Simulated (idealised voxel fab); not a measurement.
You're looking at the process module voxel lift off.
Cross-section cut spans 175 nm and uses square cells 5 nm in size.
If you're reading a cross-section in this doc, picture square cells in a grid; it comes to you as bands, top ones listed first down to the bottom, and a band can be one or more rows of cells. What a band's entry tells you: where the top is and where the bottom is, as heights in nm, and after that what lies inside, material by material from left to right, each with its width in nm. Empty space is written as the word "air", and a single material marked with the word "edge to edge" occupies the band from edge to edge. Convention: height 0 is the level below which the wafer, as received, is all one material. The lowest band does not terminate at the bottom but continues downward, represented as "z 0 and below". It should be noted that a width expressed as "30..40" varies in equal increments from row to row of cells within the band, taking the value of the first number at the top row and that of the second number at the bottom row. Given "remains unaltered" for a step, no cell of the cross-section differs between before and after that step. "Enclosed cavity list" means: voids of 8 cells or more that are shut off from the top with no open way through. Written width x height at distance, distance from the left edge, in nm. Where a step's line continues beyond its settings, the continuation is a remark by the simulator itself on that step. A step line may carry the setting "overlay nm", which, for steps involving a mask, states the distance by which the mask lay to the right of its intended position; negative values denote displacement to the left.

LIST OF PLANNED PROCESS STEPS
1. RECEIVE (material Si)
2. CONFORMAL_DEP (material SiO2; thk nm 15)
3. PATTERN (tone open; mask id LINES; material resist; width nm 30; pitch nm 45; thk nm 30; overlay nm 0)
4. DIRECTIONAL_DEP (material Ru; thk nm 15)
5. STRIP (etch materials resist)
6. CONFORMAL_DEP (material SiO2; thk nm 5)

CROSS-SECTION, INCOMING MATERIAL, AFTER STEP 1
    z 0 and below  Si edge to edge
    Enclosed cavity list: none

BELOW IS THE WAFER IN CROSS-SECTION AFTER THE MODULE WAS COMPLETED. IT BEGAN FROM THE STARTING POINT SHOWN ABOVE AND FOLLOWED THE PLAN SHOWN ABOVE, EXCEPT THAT ONE MISTAKE WAS MADE WHILE RUNNING IT
    z 35 to 30  SiO2 55 nm | air 20 nm | SiO2 25 nm | air 20 nm | SiO2 55 nm
    z 30 to 20  Ru 50 nm | SiO2 5 nm | air 20 nm | SiO2 5 nm | Ru 15 nm | SiO2 5 nm | air 20 nm | SiO2 5 nm | Ru 50 nm
    z 20 to 15  Ru 50 nm | SiO2 30 nm | Ru 15 nm | SiO2 30 nm | Ru 50 nm
    z 15 to 0  SiO2 edge to edge
    z 0 and below  Si edge to edge
    Enclosed cavity list: none
In executing the process, a mistake was made relative to the plan: step 3 ran differently from the plan; actual operation with settings: PATTERN (tone cover; mask id LINES; material resist; width nm 30; pitch nm 45; thk nm 30; overlay nm 0)
